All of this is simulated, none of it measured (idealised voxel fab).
process module | voxel capacitor over wiring
cross-section cut | 190 nm wide | cells 5 nm
A cross-section is a grid of square cells, given in bands from the top down. A band is one or more rows of cells.
Each band's line starts with the height of the band's top and of its bottom, in nm. Then come its materials from left to right, each with its width in nm. One material with "throughout" fills the band from edge to edge. "air" is empty space.
Height 0 is the level under which the wafer as received is all one material. The lowest band goes on downwards, as in "0 down".
A width such as "30 to 40" changes by the same amount from each row of cells to the next, from the band's top row to its bottom row.
"no change" after a step means that no cell of the cross-section changed.
closed voids: empty space of 8 cells or more with no open way to the top, each as width x height at its distance from the left edge, in nm
after a step's settings: what the simulator itself notes on the step
overlay nm, on a step with a mask: how far to the right of its planned place the mask lay; to the left if negative
plan
1 op RECEIVE | material Si
2 op CONFORMAL_DEP | material SiO2 | thk nm 10
3 op CONFORMAL_DEP | material SiCN | thk nm 5
4 op DIRECTIONAL_DEP | material SiO2 | thk nm 20
5 op MASKED_ETCH | tone open | mask id METAL_1 | width nm 25 | pitch nm 75 | etch materials SiO2 | depth nm 20 | overlay nm 0
6 op MASKED_ETCH | tone open | mask id METAL_1 | width nm 25 | pitch nm 75 | etch materials SiCN | depth nm 5 | overlay nm 0
7 op CONFORMAL_DEP | material TiN | thk nm 5
8 op FILL_DEP | material Ru | thk nm 10
9 op CMP | height nm 35
10 op CONFORMAL_DEP | material SiCN | thk nm 5
11 op DIRECTIONAL_DEP | material SiO2 | thk nm 20
12 op PATTERN | tone open | mask id PLUG_1 | material resist | width nm 15 | thk nm 15 | overlay nm 0
13 op DIRECTIONAL_ETCH | etch materials SiO2 | depth nm 20
14 op DIRECTIONAL_ETCH | etch materials SiCN | depth nm 5
15 op STRIP | etch materials resist
16 op EPI | material Ru | thk nm 10
17 op EPI | material Ru | thk nm 10
18 op EPI | material Ru | thk nm 5
19 op DIRECTIONAL_DEP | material TiN | thk nm 5
20 op DIRECTIONAL_DEP | material SiN | thk nm 5
21 op DIRECTIONAL_DEP | material TiN | thk nm 10
22 op DIRECTIONAL_DEP | material aC | thk nm 10
23 op PATTERN | tone cover | mask id UPPER_PLATE | material resist | width nm 55 | thk nm 30 | overlay nm 0
24 op DIRECTIONAL_ETCH | etch materials aC | depth nm 10
25 op STRIP | etch materials resist
26 op DIRECTIONAL_ETCH | etch materials TiN | depth nm 10
27 op DIRECTIONAL_ETCH | etch materials SiN | depth nm 5
28 op STRIP | etch materials aC
29 op DIRECTIONAL_DEP | material aC | thk nm 10
30 op PATTERN | tone cover | mask id LOWER_PLATE | material resist | width nm 65 | thk nm 30 | overlay nm 0
31 op DIRECTIONAL_ETCH | etch materials aC | depth nm 10
32 op STRIP | etch materials resist
33 op DIRECTIONAL_ETCH | etch materials TiN | depth nm 5
34 op STRIP | etch materials aC
35 op FILL_DEP | material SiO2 | thk nm 20
36 op CMP | height nm 95
37 op MASKED_ETCH | tone open | mask id PLUG_2 | width nm 15 | etch materials SiO2 | depth nm 15 | overlay nm 0
38 op CONFORMAL_DEP | material TiN | thk nm 5
39 op FILL_DEP | material Ru | thk nm 5
40 op CMP | height nm 95
41 op CONFORMAL_DEP | material SiN | thk nm 5
as received, after step 1
  0 down: Si throughout
  closed voids: none
first wafer at the end, as planned
  100 to 95: SiN throughout
  95 to 85: SiO2 65 | TiN 5 | Ru 5 | TiN 5 | SiO2 110
  85 to 80: SiO2 65 | TiN 15 | SiO2 110
  80 to 70: SiO2 55 | TiN 55 | SiO2 80
  70 to 65: SiO2 55 | SiN 55 | SiO2 80
  65 to 60: SiO2 50 | TiN 65 | SiO2 75
  60 to 40: SiO2 55 | Ru 15 | SiO2 120
  40 to 35: SiCN 55 | Ru 15 | SiCN 120
  35 to 15: SiO2 45 | TiN 5 | Ru 15 | TiN 5 | SiO2 50 | TiN 5 | Ru 15 | TiN 5 | SiO2 45
  15 to 10: SiCN 45 | TiN 25 | SiCN 50 | TiN 25 | SiCN 45
  10 to 0: SiO2 throughout
  0 down: Si throughout
  closed voids: none
second wafer at the end: like start, like plan, one mistake
  100 to 95: SiN throughout
  95 to 90: SiO2 65 | TiN 45 | SiO2 80
  90 to 85: SiO2 65 | TiN 5 | SiN 40 | SiO2 80
  85 to 80: SiO2 50 | TiN 5 | SiO2 10 | TiN 50 | SiO2 75
  80 to 70: SiO2 55 | TiN 15 | SiO2 120
  70 to 65: SiO2 55 | SiN 15 | SiO2 120
  65 to 60: SiO2 55 | TiN 15 | SiO2 120
  60 to 40: SiO2 throughout
  40 to 35: SiCN throughout
  35 to 15: SiO2 45 | TiN 5 | Ru 15 | TiN 5 | SiO2 50 | TiN 5 | Ru 15 | TiN 5 | SiO2 45
  15 to 10: SiCN 45 | TiN 25 | SiCN 50 | TiN 25 | SiCN 45
  10 to 0: SiO2 throughout
  0 down: Si throughout
  closed voids: none
what went wrong: step 11 was run twice
at the end the second wafer has, in cells: 17 fewer of Ru | 3 more of SiCN | 26 more of SiO2 | 12 fewer of TiN
